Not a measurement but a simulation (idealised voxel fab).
process module | voxel wiring stack
cross-section cut | 200 nm wide | cells 5 nm
A cross-section is a grid of square cells, given in bands from the top down. A band is one or more rows of cells.
Each band's line starts with the height of the band's top and of its bottom, in nm. Then come its materials from left to right, each with its width in nm. One material with "throughout" fills the band from edge to edge. "air" is empty space.
Height 0 is the level under which the wafer as received is all one material. The lowest band goes on downwards, as in "0 down".
A width such as "30 to 40" changes by the same amount from each row of cells to the next, from the band's top row to its bottom row.
"no change" after a step means that no cell of the cross-section changed.
closed voids: empty space of 8 cells or more with no open way to the top, each as width x height at its distance from the left edge, in nm
after a step's settings: what the simulator itself notes on the step
overlay nm, on a step with a mask: how far to the right of its planned place the mask lay; to the left if negative
Each pair below shows a cross-section before one step and the cross-section after it, down to the lowest band that changed. The line under each pair gives the step between them, with its settings. The pairs can come from different runs of this module on the same starting wafer, so a pair continues from the pair above only where its "before" says so.
before
  0 down: Si throughout
  closed voids: none
after
  10 to 0: SiO2 throughout
  below 0: unchanged
  closed voids: none
the step between: op CONFORMAL_DEP | material SiO2 | thk nm 10
before: the cross-section after the pair above
after
  15 to 10: TiN throughout
  below 10: unchanged
  closed voids: none
the step between: op DIRECTIONAL_DEP | material TiN | thk nm 5
before: the cross-section after the pair above
after
  40 to 15: W throughout
  below 15: unchanged
  closed voids: none
the step between: op DIRECTIONAL_DEP | material W | thk nm 25
before: the cross-section after the pair above
after
  55 to 40: aC throughout
  below 40: unchanged
  closed voids: none
the step between: op DIRECTIONAL_DEP | material aC | thk nm 15
before: the cross-section after the pair above
after
  90 to 55: air 50 | resist 20 | air 20 | resist 20 | air 20 | resist 20 | air 50
  below 55: unchanged
  closed voids: none
the step between: op PATTERN | tone cover | mask id METAL_1 | material resist | width nm 20 | pitch nm 40 | thk nm 35 | overlay nm 0
before: the cross-section after the pair above
after
  75 to 55: air 50 | resist 20 | air 20 | resist 20 | air 20 | resist 20 | air 50
  55 to 40: air 50 | aC 20 | air 20 | aC 20 | air 20 | aC 20 | air 50
  below 40: unchanged
  closed voids: none
the step between: op DIRECTIONAL_ETCH | etch materials aC | depth nm 15
before: the cross-section after the pair above
after
  55 to 40: air 50 | aC 20 | air 20 | aC 20 | air 20 | aC 20 | air 50
  below 40: unchanged
  closed voids: none
the step between: op STRIP | etch materials resist
before: the cross-section after the pair above
after
  55 to 40: air 50 | aC 20 | air 20 | aC 20 | air 20 | aC 20 | air 50
  40 to 15: air 50 | W 20 | air 20 | W 20 | air 20 | W 20 | air 50
  below 15: unchanged
  closed voids: none
the step between: op DIRECTIONAL_ETCH | etch materials W | depth nm 25
before: the cross-section after the pair above
after
  55 to 40: air 50 | aC 20 | air 20 | aC 20 | air 20 | aC 20 | air 50
  40 to 15: air 50 | W 20 | air 20 | W 20 | air 20 | W 20 | air 50
  15 to 10: air 50 | TiN 20 | air 20 | TiN 20 | air 20 | TiN 20 | air 50
  below 10: unchanged
  closed voids: none
the step between: op DIRECTIONAL_ETCH | etch materials TiN | depth nm 5
before: the cross-section after the pair above
after
  40 to 15: air 50 | W 20 | air 20 | W 20 | air 20 | W 20 | air 50
  below 15: unchanged
  closed voids: none
the step between: op STRIP | etch materials aC
before: the cross-section after the pair above
after
  45 to 40: lowk throughout
  40 to 15: lowk 50 | W 20 | lowk 20 | W 20 | lowk 20 | W 20 | lowk 50
  15 to 10: lowk 50 | TiN 20 | lowk 20 | TiN 20 | lowk 20 | TiN 20 | lowk 50
  below 10: unchanged
  closed voids: none
the step between: op FILL_DEP | material lowk | thk nm 5
before: the cross-section after the pair above
after
  40 to 15: lowk 50 | W 20 | lowk 20 | W 20 | lowk 20 | W 20 | lowk 50
  below 15: unchanged
  closed voids: none
the step between: op CMP | height nm 40
before: the cross-section after the pair above
after
  45 to 40: SiCN throughout
  below 40: unchanged
  closed voids: none
the step between: op CONFORMAL_DEP | material SiCN | thk nm 5
before: the cross-section after the pair above
after
  55 to 45: lowk throughout
  below 45: unchanged
  closed voids: none
the step between: op DIRECTIONAL_DEP | material lowk | thk nm 10
before: the cross-section after the pair above
after
  70 to 55: aC throughout
  below 55: unchanged
  closed voids: none
the step between: op DIRECTIONAL_DEP | material aC | thk nm 15
before: the cross-section after the pair above
after
  105 to 70: resist 50 | air 15 | resist 25 | air 15 | resist 25 | air 15 | resist 55
  below 70: unchanged
  closed voids: none
the step between: op PATTERN | tone open | mask id PLUG_1 | material resist | width nm 15 | pitch nm 40 | thk nm 35 | overlay nm 0
before: the cross-section after the pair above
after
  90 to 70: resist 50 | air 15 | resist 25 | air 15 | resist 25 | air 15 | resist 55
  70 to 55: aC 50 | air 15 | aC 25 | air 15 | aC 25 | air 15 | aC 55
  below 55: unchanged
  closed voids: none
the step between: op DIRECTIONAL_ETCH | etch materials aC | depth nm 15
before: the cross-section after the pair above
after
  70 to 55: aC 50 | air 15 | aC 25 | air 15 | aC 25 | air 15 | aC 55
  below 55: unchanged
  closed voids: none
the step between: op STRIP | etch materials resist
before: the cross-section after the pair above
after
  70 to 55: aC 50 | air 15 | aC 25 | air 15 | aC 25 | air 15 | aC 55
  55 to 45: lowk 50 | air 15 | lowk 25 | air 15 | lowk 25 | air 15 | lowk 55
  below 45: unchanged
  closed voids: none
the step between: op DIRECTIONAL_ETCH | etch materials lowk | depth nm 10
before: the cross-section after the pair above
after
  70 to 55: aC 50 | air 15 | aC 25 | air 15 | aC 25 | air 15 | aC 55
  55 to 45: lowk 50 | air 15 | lowk 25 | air 15 | lowk 25 | air 15 | lowk 55
  45 to 40: SiCN 50 | air 15 | SiCN 25 | air 15 | SiCN 25 | air 15 | SiCN 55
  below 40: unchanged
  closed voids: none
the step between: op DIRECTIONAL_ETCH | etch materials SiCN | depth nm 5
before: the cross-section after the pair above
after
  55 to 45: lowk 50 | air 15 | lowk 25 | air 15 | lowk 25 | air 15 | lowk 55
  below 45: unchanged
  closed voids: none
the step between: op STRIP | etch materials aC
before: the cross-section after the pair above
after
  55 to 50: lowk 50 | air 15 | lowk 25 | air 15 | lowk 25 | air 15 | lowk 55
  50 to 45: lowk 50 | Ru 15 | lowk 25 | Ru 15 | lowk 25 | Ru 15 | lowk 55
  45 to 40: SiCN 50 | Ru 15 | SiCN 25 | Ru 15 | SiCN 25 | Ru 15 | SiCN 55
  below 40: unchanged
  closed voids: none
the step between: op EPI | material Ru | thk nm 10
before: the cross-section after the pair above
after
  55 to 45: lowk 50 | Ru 15 | lowk 25 | Ru 15 | lowk 25 | Ru 15 | lowk 55
  below 45: unchanged
  closed voids: none
the step between: op EPI | material Ru | thk nm 5
before: the cross-section after the pair above
after
  60 to 55: SiN throughout
  below 55: unchanged
  closed voids: none
the step between: op CONFORMAL_DEP | material SiN | thk nm 5
before: the cross-section after the pair above
after
  75 to 60: SiO2 throughout
  below 60: unchanged
  closed voids: none
the step between: op DIRECTIONAL_DEP | material SiO2 | thk nm 15
before: the cross-section after the pair above
after
  75 to 60: SiO2 50 | air 20 | SiO2 20 | air 20 | SiO2 20 | air 20 | SiO2 50
  below 60: unchanged
  closed voids: none
the step between: op MASKED_ETCH | tone open | mask id METAL_2 | width nm 20 | pitch nm 40 | etch materials SiO2 | depth nm 15 | overlay nm 0
before: the cross-section after the pair above
after
  75 to 60: SiO2 50 | air 20 | SiO2 20 | air 20 | SiO2 20 | air 20 | SiO2 50
  60 to 55: SiN 50 | air 20 | SiN 20 | air 20 | SiN 20 | air 20 | SiN 50
  below 55: unchanged
  closed voids: none
the step between: op MASKED_ETCH | tone open | mask id METAL_2 | width nm 20 | pitch nm 40 | etch materials SiN | depth nm 5 | overlay nm 0
before: the cross-section after the pair above
after
  80 to 75: TiN 55 | air 10 | TiN 30 | air 10 | TiN 30 | air 10 | TiN 55
  75 to 60: SiO2 50 | TiN 5 | air 10 | TiN 5 | SiO2 20 | TiN 5 | air 10 | TiN 5 | SiO2 20 | TiN 5 | air 10 | TiN 5 | SiO2 50
  60 to 55: SiN 50 | TiN 20 | SiN 20 | TiN 20 | SiN 20 | TiN 20 | SiN 50
  below 55: unchanged
  closed voids: none
the step between: op CONFORMAL_DEP | material TiN | thk nm 5
before: the cross-section after the pair above
after
  85 to 80: W throughout
  80 to 75: TiN 55 | W 10 | TiN 30 | W 10 | TiN 30 | W 10 | TiN 55
  75 to 60: SiO2 50 | TiN 5 | W 10 | TiN 5 | SiO2 20 | TiN 5 | W 10 | TiN 5 | SiO2 20 | TiN 5 | W 10 | TiN 5 | SiO2 50
  below 60: unchanged
  closed voids: none
the step between: op FILL_DEP | material W | thk nm 5
before: the cross-section after the pair above
after
  75 to 60: SiO2 50 | TiN 5 | W 10 | TiN 5 | SiO2 20 | TiN 5 | W 10 | TiN 5 | SiO2 20 | TiN 5 | W 10 | TiN 5 | SiO2 50
  below 60: unchanged
  closed voids: none
the step between: op CMP | height nm 75
before: the cross-section after the pair above
after
  80 to 75: air 45 | Ru 30 | air 10 | Ru 30 | air 10 | Ru 30 | air 45
  below 75: unchanged
  closed voids: none
the step between: op EPI | material Ru | thk nm 5
before: the cross-section after the pair above
after
  85 to 80: SiCN throughout
  80 to 75: SiCN 45 | Ru 30 | SiCN 10 | Ru 30 | SiCN 10 | Ru 30 | SiCN 45
  below 75: unchanged
  closed voids: none
the step between: op FILL_DEP | material SiCN | thk nm 5
before: the cross-section after the pair above
after
  100 to 85: SiO2 throughout
  below 85: unchanged
  closed voids: none
the step between: op DIRECTIONAL_DEP | material SiO2 | thk nm 15
before: the cross-section after the pair above
after
  110 to 100: aC throughout
  below 100: unchanged
  closed voids: none
the step between: op DIRECTIONAL_DEP | material aC | thk nm 10
before: the cross-section after the pair above
after
  135 to 110: resist 50 | air 15 | resist 25 | air 15 | resist 25 | air 15 | resist 55
  below 110: unchanged
  closed voids: none
the step between: op PATTERN | tone open | mask id PLUG_2 | material resist | width nm 15 | pitch nm 40 | thk nm 25 | overlay nm 0
before: the cross-section after the pair above
after
  125 to 110: resist 50 | air 15 | resist 25 | air 15 | resist 25 | air 15 | resist 55
  110 to 100: aC 50 | air 15 | aC 25 | air 15 | aC 25 | air 15 | aC 55
  below 100: unchanged
  closed voids: none
the step between: op DIRECTIONAL_ETCH | etch materials aC | depth nm 10
before: the cross-section after the pair above
after
  110 to 100: aC 50 | air 15 | aC 25 | air 15 | aC 25 | air 15 | aC 55
  below 100: unchanged
  closed voids: none
the step between: op STRIP | etch materials resist
before: the cross-section after the pair above
after
  110 to 100: aC 50 | air 15 | aC 25 | air 15 | aC 25 | air 15 | aC 55
  100 to 85: SiO2 50 | air 15 | SiO2 25 | air 15 | SiO2 25 | air 15 | SiO2 55
  below 85: unchanged
  closed voids: none
the step between: op DIRECTIONAL_ETCH | etch materials SiO2 | depth nm 15
before: the cross-section after the pair above
after
  110 to 100: aC 50 | air 15 | aC 25 | air 15 | aC 25 | air 15 | aC 55
  100 to 85: SiO2 50 | air 15 | SiO2 25 | air 15 | SiO2 25 | air 15 | SiO2 55
  85 to 80: SiCN 50 | air 15 | SiCN 25 | air 15 | SiCN 25 | air 15 | SiCN 55
  below 80: unchanged
  closed voids: none
the step between: op DIRECTIONAL_ETCH | etch materials SiCN | depth nm 5
before: the cross-section after the pair above
after
  100 to 85: SiO2 50 | air 15 | SiO2 25 | air 15 | SiO2 25 | air 15 | SiO2 55
  below 85: unchanged
  closed voids: none
the step between: op STRIP | etch materials aC
before: the cross-section after the pair above
after
  100 to 90: SiO2 50 | air 15 | SiO2 25 | air 15 | SiO2 25 | air 15 | SiO2 55
  90 to 85: SiO2 50 | Ru 15 | SiO2 25 | Ru 15 | SiO2 25 | Ru 15 | SiO2 55
  85 to 75: SiCN 50 to 45 | Ru 15 to 30 | SiCN 25 to 10 | Ru 15 to 30 | SiCN 25 to 10 | Ru 15 to 30 | SiCN 55 to 45
  below 75: unchanged
  closed voids: none
the step between: op EPI | material Ru | thk nm 10
before: the cross-section after the pair above
after
  100 to 85: SiO2 50 | Ru 15 | SiO2 25 | Ru 15 | SiO2 25 | Ru 15 | SiO2 55
  below 85: unchanged
  closed voids: none
the step between: op EPI | material Ru | thk nm 10
before: the cross-section after the pair above
after
  105 to 100: TiN throughout
  below 100: unchanged
  closed voids: none
the step between: op DIRECTIONAL_DEP | material TiN | thk nm 5
before: the cross-section after the pair above
after
  120 to 105: W throughout
  below 105: unchanged
  closed voids: none
the step between: op DIRECTIONAL_DEP | material W | thk nm 15
before: the cross-section after the pair above
after
  120 to 105: air 50 | W 20 | air 20 | W 20 | air 20 | W 20 | air 50
  below 105: unchanged
  closed voids: none
the step between: op MASKED_ETCH | tone cover | mask id METAL_3 | width nm 20 | pitch nm 40 | etch materials W | depth nm 15 | overlay nm 0
before: the cross-section after the pair above
after
  120 to 105: air 50 | W 20 | air 20 | W 20 | air 20 | W 20 | air 50
  105 to 100: air 50 | TiN 20 | air 20 | TiN 20 | air 20 | TiN 20 | air 50
  below 100: unchanged
  closed voids: none
the step between: op MASKED_ETCH | tone cover | mask id METAL_3 | width nm 20 | pitch nm 40 | etch materials TiN | depth nm 5 | overlay nm 0
before: the cross-section after the pair above
after
  130 to 120: SiO2 throughout
  120 to 105: SiO2 50 | W 20 | SiO2 20 | W 20 | SiO2 20 | W 20 | SiO2 50
  105 to 100: SiO2 50 | TiN 20 | SiO2 20 | TiN 20 | SiO2 20 | TiN 20 | SiO2 50
  below 100: unchanged
  closed voids: none
the step between: op FILL_DEP | material SiO2 | thk nm 10
before: the cross-section after the pair above
after
  120 to 105: SiO2 50 | W 20 | SiO2 20 | W 20 | SiO2 20 | W 20 | SiO2 50
  below 105: unchanged
  closed voids: none
the step between: op CMP | height nm 120
before: the cross-section after the pair above
after
  125 to 120: SiN throughout
  below 120: unchanged
  closed voids: none
the step between: op CONFORMAL_DEP | material SiN | thk nm 5
before
  80 to 75: air 45 | Ru 30 | air 10 | Ru 30 | air 10 | Ru 30 | air 45
  75 to 60: SiO2 50 | TiN 5 | W 10 | TiN 5 | SiO2 20 | TiN 5 | W 10 | TiN 5 | SiO2 20 | TiN 5 | W 10 | TiN 5 | SiO2 50
  60 to 55: SiN 50 | TiN 20 | SiN 20 | TiN 20 | SiN 20 | TiN 20 | SiN 50
  55 to 45: lowk 50 | Ru 15 | lowk 25 | Ru 15 | lowk 25 | Ru 15 | lowk 55
  45 to 40: SiCN 50 | Ru 15 | SiCN 25 | Ru 15 | SiCN 25 | Ru 15 | SiCN 55
  40 to 15: lowk 50 | W 20 | lowk 20 | W 20 | lowk 20 | W 20 | lowk 50
  15 to 10: lowk 50 | TiN 20 | lowk 20 | TiN 20 | lowk 20 | TiN 20 | lowk 50
  10 to 0: SiO2 throughout
  0 down: Si throughout
  closed voids: none
after
  95 to 90: air 45 | SiO2 30 | air 10 | SiO2 30 | air 10 | SiO2 30 | air 45
  90 to 80: SiO2 throughout
  80 to 75: SiO2 45 | Ru 30 | SiO2 10 | Ru 30 | SiO2 10 | Ru 30 | SiO2 45
  below 75: unchanged
  closed voids: none
the step between: op DIRECTIONAL_DEP | material SiO2 | thk nm 15
before: the cross-section after the pair above
after
  105 to 100: air 45 | aC 30 | air 10 | aC 30 | air 10 | aC 30 | air 45
  100 to 95: aC throughout
  95 to 90: aC 45 | SiO2 30 | aC 10 | SiO2 30 | aC 10 | SiO2 30 | aC 45
  below 90: unchanged
  closed voids: none
the step between: op DIRECTIONAL_DEP | material aC | thk nm 10
before: the cross-section after the pair above
after
  130 to 105: resist 50 | air 15 | resist 25 | air 15 | resist 25 | air 15 | resist 55
  105 to 100: resist 45 | aC 30 | resist 10 | aC 30 | resist 10 | aC 30 | resist 45
  below 100: unchanged
  closed voids: none
the step between: op PATTERN | tone open | mask id PLUG_2 | material resist | width nm 15 | pitch nm 40 | thk nm 25 | overlay nm 0
before: the cross-section after the pair above
after
  120 to 105: resist 50 | air 15 | resist 25 | air 15 | resist 25 | air 15 | resist 55
  105 to 100: resist 45 | aC 5 | air 15 | aC 10 | resist 10 | aC 5 | air 15 | aC 10 | resist 10 | aC 5 | air 15 | aC 10 | resist 45
  100 to 95: aC 50 | air 15 | aC 25 | air 15 | aC 25 | air 15 | aC 55
  below 95: unchanged
  closed voids: none
the step between: op DIRECTIONAL_ETCH | etch materials aC | depth nm 10
before: the cross-section after the pair above
after
  105 to 100: air 45 | aC 5 | air 15 | aC 10 | air 10 | aC 5 | air 15 | aC 10 | air 10 | aC 5 | air 15 | aC 10 | air 45
  below 100: unchanged
  closed voids: none
the step between: op STRIP | etch materials resist
before: the cross-section after the pair above
after
  105 to 100: air 45 | aC 5 | air 15 | aC 10 | air 10 | aC 5 | air 15 | aC 10 | air 10 | aC 5 | air 15 | aC 10 | air 45
  100 to 95: aC 50 | air 15 | aC 25 | air 15 | aC 25 | air 15 | aC 55
  95 to 90: aC 45 | SiO2 5 | air 15 | SiO2 10 | aC 10 | SiO2 5 | air 15 | SiO2 10 | aC 10 | SiO2 5 | air 15 | SiO2 10 | aC 45
  90 to 80: SiO2 50 | air 15 | SiO2 25 | air 15 | SiO2 25 | air 15 | SiO2 55
  below 80: unchanged
  closed voids: none
the step between: op DIRECTIONAL_ETCH | etch materials SiO2 | depth nm 15
before: the cross-section after the pair above
after
  95 to 90: air 45 | SiO2 5 | air 15 | SiO2 10 | air 10 | SiO2 5 | air 15 | SiO2 10 | air 10 | SiO2 5 | air 15 | SiO2 10 | air 45
  below 90: unchanged
  closed voids: none
the step between: op STRIP | etch materials aC
before: the cross-section after the pair above
after
  95 to 90: air 45 | SiO2 5 | air 15 | SiO2 10 | air 10 | SiO2 5 | air 15 | SiO2 10 | air 10 | SiO2 5 | air 15 | SiO2 10 | air 45
  90 to 80: SiO2 50 | Ru 15 | SiO2 25 | Ru 15 | SiO2 25 | Ru 15 | SiO2 55
  below 80: unchanged
  closed voids: none
the step between: op EPI | material Ru | thk nm 10
before: the cross-section after the pair above
after
  100 to 95: air 45 | Ru 25 | air 15 | Ru 25 | air 15 | Ru 25 | air 50
  95 to 90: air 45 | SiO2 5 | Ru 15 | SiO2 10 | air 10 | SiO2 5 | Ru 15 | SiO2 10 | air 10 | SiO2 5 | Ru 15 | SiO2 10 | air 45
  below 90: unchanged
  closed voids: none
the step between: op EPI | material Ru | thk nm 10
before: the cross-section after the pair above
after
  105 to 100: air 45 | TiN 25 | air 15 | TiN 25 | air 15 | TiN 25 | air 50
  100 to 95: air 45 | Ru 25 | TiN 5 | air 10 | Ru 25 | TiN 5 | air 10 | Ru 25 | TiN 5 | air 45
  95 to 90: TiN 45 | SiO2 5 | Ru 15 | SiO2 10 | TiN 10 | SiO2 5 | Ru 15 | SiO2 10 | TiN 10 | SiO2 5 | Ru 15 | SiO2 10 | TiN 45
  below 90: unchanged
  closed voids: none
the step between: op DIRECTIONAL_DEP | material TiN | thk nm 5
before: the cross-section after the pair above
after
  120 to 110: air 45 | W 25 to 30 | air 15 to 10 | W 25 to 30 | air 15 to 10 | W 25 to 30 | air 50 to 45
  110 to 105: W throughout
  105 to 100: W 45 | TiN 25 | W 15 | TiN 25 | W 15 | TiN 25 | W 50
  100 to 95: W 45 | Ru 25 | TiN 5 | W 10 | Ru 25 | TiN 5 | W 10 | Ru 25 | TiN 5 | W 45
  below 95: unchanged
  closed voids: none
the step between: op DIRECTIONAL_DEP | material W | thk nm 15
before: the cross-section after the pair above
after
  120 to 105: air 50 | W 20 | air 20 | W 20 | air 20 | W 20 | air 50
  105 to 100: air 45 | TiN 25 | air 15 | TiN 25 | air 15 | TiN 25 | air 50
  100 to 95: air 45 | Ru 25 | TiN 5 | air 10 | Ru 25 | TiN 5 | air 10 | Ru 25 | TiN 5 | air 45
  below 95: unchanged
  closed voids: none
the step between: op MASKED_ETCH | tone cover | mask id METAL_3 | width nm 20 | pitch nm 40 | etch materials W | depth nm 15 | overlay nm 0
before: the cross-section after the pair above
after
  120 to 105: air 50 | W 20 | air 20 | W 20 | air 20 | W 20 | air 50
  105 to 100: air 50 | TiN 20 | air 20 | TiN 20 | air 20 | TiN 20 | air 50
  100 to 95: air 45 | Ru 25 | air 15 | Ru 25 | air 15 | Ru 25 | air 50
  95 to 90: air 45 | SiO2 5 | Ru 15 | SiO2 10 | air 10 | SiO2 5 | Ru 15 | SiO2 10 | air 10 | SiO2 5 | Ru 15 | SiO2 10 | air 45
  below 90: unchanged
  closed voids: none
the step between: op MASKED_ETCH | tone cover | mask id METAL_3 | width nm 20 | pitch nm 40 | etch materials TiN | depth nm 5 | overlay nm 0
before: the cross-section after the pair above
after
  130 to 120: SiO2 throughout
  120 to 105: SiO2 50 | W 20 | SiO2 20 | W 20 | SiO2 20 | W 20 | SiO2 50
  105 to 100: SiO2 50 | TiN 20 | SiO2 20 | TiN 20 | SiO2 20 | TiN 20 | SiO2 50
  100 to 95: SiO2 45 | Ru 25 | SiO2 15 | Ru 25 | SiO2 15 | Ru 25 | SiO2 50
  95 to 80: SiO2 50 | Ru 15 | SiO2 25 | Ru 15 | SiO2 25 | Ru 15 | SiO2 55
  below 80: unchanged
  closed voids: none
the step between: op FILL_DEP | material SiO2 | thk nm 10
before: the cross-section after the pair above
after
  120 to 105: SiO2 50 | W 20 | SiO2 20 | W 20 | SiO2 20 | W 20 | SiO2 50
  below 105: unchanged
  closed voids: none
the step between: op CMP | height nm 120
before: the cross-section after the pair above
after
  125 to 120: SiN throughout
  below 120: unchanged
  closed voids: none
the step between: op CONFORMAL_DEP | material SiN | thk nm 5
before
  100 to 85: SiO2 throughout
  85 to 80: SiCN throughout
  80 to 75: SiCN 45 | Ru 30 | SiCN 10 | Ru 30 | SiCN 10 | Ru 30 | SiCN 45
  75 to 60: SiO2 50 | TiN 5 | W 10 | TiN 5 | SiO2 20 | TiN 5 | W 10 | TiN 5 | SiO2 20 | TiN 5 | W 10 | TiN 5 | SiO2 50
  60 to 55: SiN 50 | TiN 20 | SiN 20 | TiN 20 | SiN 20 | TiN 20 | SiN 50
  55 to 45: lowk 50 | Ru 15 | lowk 25 | Ru 15 | lowk 25 | Ru 15 | lowk 55
  45 to 40: SiCN 50 | Ru 15 | SiCN 25 | Ru 15 | SiCN 25 | Ru 15 | SiCN 55
  40 to 15: lowk 50 | W 20 | lowk 20 | W 20 | lowk 20 | W 20 | lowk 50
  15 to 10: lowk 50 | TiN 20 | lowk 20 | TiN 20 | lowk 20 | TiN 20 | lowk 50
  10 to 0: SiO2 throughout
  0 down: Si throughout
  closed voids: none
after
  115 to 85: SiO2 throughout
  below 85: unchanged
  closed voids: none
the step between: op DIRECTIONAL_DEP | material SiO2 | thk nm 15
before: the cross-section after the pair above
after
  125 to 115: aC throughout
  below 115: unchanged
  closed voids: none
the step between: op DIRECTIONAL_DEP | material aC | thk nm 10
before: the cross-section after the pair above
after
  150 to 125: resist 50 | air 15 | resist 25 | air 15 | resist 25 | air 15 | resist 55
  below 125: unchanged
  closed voids: none
the step between: op PATTERN | tone open | mask id PLUG_2 | material resist | width nm 15 | pitch nm 40 | thk nm 25 | overlay nm 0
before: the cross-section after the pair above
after
  140 to 125: resist 50 | air 15 | resist 25 | air 15 | resist 25 | air 15 | resist 55
  125 to 115: aC 50 | air 15 | aC 25 | air 15 | aC 25 | air 15 | aC 55
  below 115: unchanged
  closed voids: none
the step between: op DIRECTIONAL_ETCH | etch materials aC | depth nm 10
before: the cross-section after the pair above
after
  125 to 115: aC 50 | air 15 | aC 25 | air 15 | aC 25 | air 15 | aC 55
  below 115: unchanged
  closed voids: none
the step between: op STRIP | etch materials resist
before: the cross-section after the pair above
after
  125 to 115: aC 50 | air 15 | aC 25 | air 15 | aC 25 | air 15 | aC 55
  115 to 100: SiO2 50 | air 15 | SiO2 25 | air 15 | SiO2 25 | air 15 | SiO2 55
  below 100: unchanged
  closed voids: none
the step between: op DIRECTIONAL_ETCH | etch materials SiO2 | depth nm 15
before: the cross-section after the pair above
after
  115 to 100: SiO2 50 | air 15 | SiO2 25 | air 15 | SiO2 25 | air 15 | SiO2 55
  below 100: unchanged
  closed voids: none
the step between: op STRIP | etch materials aC
before: the cross-section after the pair above
after
  120 to 115: TiN 50 | air 15 | TiN 25 | air 15 | TiN 25 | air 15 | TiN 55
  115 to 105: SiO2 50 | air 15 | SiO2 25 | air 15 | SiO2 25 | air 15 | SiO2 55
  105 to 100: SiO2 50 | TiN 15 | SiO2 25 | TiN 15 | SiO2 25 | TiN 15 | SiO2 55
  below 100: unchanged
  closed voids: none
the step between: op DIRECTIONAL_DEP | material TiN | thk nm 5
before: the cross-section after the pair above
after
  135 to 120: W 50 | air 15 | W 25 | air 15 | W 25 | air 15 | W 55
  120 to 115: TiN 50 | W 15 | TiN 25 | W 15 | TiN 25 | W 15 | TiN 55
  115 to 105: SiO2 50 | W 15 | SiO2 25 | W 15 | SiO2 25 | W 15 | SiO2 55
  below 105: unchanged
  closed voids: none
the step between: op DIRECTIONAL_DEP | material W | thk nm 15
before: the cross-section after the pair above
after
  135 to 120: air 65 | W 5 | air 35 | W 5 | air 35 | W 5 | air 50
  below 120: unchanged
  closed voids: none
the step between: op MASKED_ETCH | tone cover | mask id METAL_3 | width nm 20 | pitch nm 40 | etch materials W | depth nm 15 | overlay nm 0
before: the cross-section after the pair above
after
  135 to 120: air 65 | W 5 | air 35 | W 5 | air 35 | W 5 | air 50
  120 to 115: air 50 | W 15 | TiN 5 | air 20 | W 15 | TiN 5 | air 20 | W 15 | TiN 5 | air 50
  below 115: unchanged
  closed voids: none
the step between: op MASKED_ETCH | tone cover | mask id METAL_3 | width nm 20 | pitch nm 40 | etch materials TiN | depth nm 5 | overlay nm 0
before: the cross-section after the pair above
after
  145 to 135: SiO2 throughout
  135 to 120: SiO2 65 | W 5 | SiO2 35 | W 5 | SiO2 35 | W 5 | SiO2 50
  120 to 115: SiO2 50 | W 15 | TiN 5 | SiO2 20 | W 15 | TiN 5 | SiO2 20 | W 15 | TiN 5 | SiO2 50
  below 115: unchanged
  closed voids: none
the step between: op FILL_DEP | material SiO2 | thk nm 10
before: the cross-section after the pair above
after
  120 to 115: SiO2 50 | W 15 | TiN 5 | SiO2 20 | W 15 | TiN 5 | SiO2 20 | W 15 | TiN 5 | SiO2 50
  below 115: unchanged
  closed voids: none
the step between: op CMP | height nm 120
before: the cross-section after the pair above
after
  125 to 120: SiN throughout
  below 120: unchanged
  closed voids: none
the step between: op CONFORMAL_DEP | material SiN | thk nm 5
before
  100 to 90: SiO2 50 | air 15 | SiO2 25 | air 15 | SiO2 25 | air 15 | SiO2 55
  90 to 85: SiO2 50 | Ru 15 | SiO2 25 | Ru 15 | SiO2 25 | Ru 15 | SiO2 55
  85 to 75: SiCN 50 to 45 | Ru 15 to 30 | SiCN 25 to 10 | Ru 15 to 30 | SiCN 25 to 10 | Ru 15 to 30 | SiCN 55 to 45
  75 to 60: SiO2 50 | TiN 5 | W 10 | TiN 5 | SiO2 20 | TiN 5 | W 10 | TiN 5 | SiO2 20 | TiN 5 | W 10 | TiN 5 | SiO2 50
  60 to 55: SiN 50 | TiN 20 | SiN 20 | TiN 20 | SiN 20 | TiN 20 | SiN 50
  55 to 45: lowk 50 | Ru 15 | lowk 25 | Ru 15 | lowk 25 | Ru 15 | lowk 55
  45 to 40: SiCN 50 | Ru 15 | SiCN 25 | Ru 15 | SiCN 25 | Ru 15 | SiCN 55
  40 to 15: lowk 50 | W 20 | lowk 20 | W 20 | lowk 20 | W 20 | lowk 50
  15 to 10: lowk 50 | TiN 20 | lowk 20 | TiN 20 | lowk 20 | TiN 20 | lowk 50
  10 to 0: SiO2 throughout
  0 down: Si throughout
  closed voids: none
after
  105 to 100: TiN 50 | air 15 | TiN 25 | air 15 | TiN 25 | air 15 | TiN 55
  100 to 95: SiO2 50 | air 15 | SiO2 25 | air 15 | SiO2 25 | air 15 | SiO2 55
  95 to 90: SiO2 50 | TiN 15 | SiO2 25 | TiN 15 | SiO2 25 | TiN 15 | SiO2 55
  below 90: unchanged
  closed voids: none
the step between: op DIRECTIONAL_DEP | material TiN | thk nm 5
before: the cross-section after the pair above
after
  115 to 105: Ru throughout
  105 to 100: TiN 50 | Ru 15 | TiN 25 | Ru 15 | TiN 25 | Ru 15 | TiN 55
  100 to 95: SiO2 50 | Ru 15 | SiO2 25 | Ru 15 | SiO2 25 | Ru 15 | SiO2 55
  below 95: unchanged
  closed voids: none
the step between: op EPI | material Ru | thk nm 10
before: the cross-section after the pair above
after
  130 to 115: W throughout
  below 115: unchanged
  closed voids: none
the step between: op DIRECTIONAL_DEP | material W | thk nm 15
before: the cross-section after the pair above
after
  130 to 115: air 50 | W 20 | air 20 | W 20 | air 20 | W 20 | air 50
  below 115: unchanged
  closed voids: none
the step between: op MASKED_ETCH | tone cover | mask id METAL_3 | width nm 20 | pitch nm 40 | etch materials W | depth nm 15 | overlay nm 0
before: the cross-section after the pair above
after
  140 to 130: SiO2 throughout
  130 to 115: SiO2 50 | W 20 | SiO2 20 | W 20 | SiO2 20 | W 20 | SiO2 50
  below 115: unchanged
  closed voids: none
the step between: op FILL_DEP | material SiO2 | thk nm 10
before: the cross-section after the pair above
after
  120 to 115: SiO2 50 | W 20 | SiO2 20 | W 20 | SiO2 20 | W 20 | SiO2 50
  below 115: unchanged
  closed voids: none
the step between: op CMP | height nm 120
before: the cross-section after the pair above
after
  125 to 120: SiN throughout
  below 120: unchanged
  closed voids: none
the step between: op CONFORMAL_DEP | material SiN | thk nm 5
before
  0 down: Si throughout
  closed voids: none
after
  15 to 0: SiO2 throughout
  below 0: unchanged
  closed voids: none
the step between: op CONFORMAL_DEP | material SiO2 | thk nm 15
before: the cross-section after the pair above
after
  20 to 15: TiN throughout
  below 15: unchanged
  closed voids: none
the step between: op DIRECTIONAL_DEP | material TiN | thk nm 5
before: the cross-section after the pair above
after
  45 to 20: W throughout
  below 20: unchanged
  closed voids: none
the step between: op DIRECTIONAL_DEP | material W | thk nm 25
before: the cross-section after the pair above
after
  60 to 45: aC throughout
  below 45: unchanged
  closed voids: none
the step between: op DIRECTIONAL_DEP | material aC | thk nm 15
before: the cross-section after the pair above
after
  95 to 60: air 50 | resist 20 | air 20 | resist 20 | air 20 | resist 20 | air 50
  below 60: unchanged
  closed voids: none
the step between: op PATTERN | tone cover | mask id METAL_1 | material resist | width nm 20 | pitch nm 40 | thk nm 35 | overlay nm 0
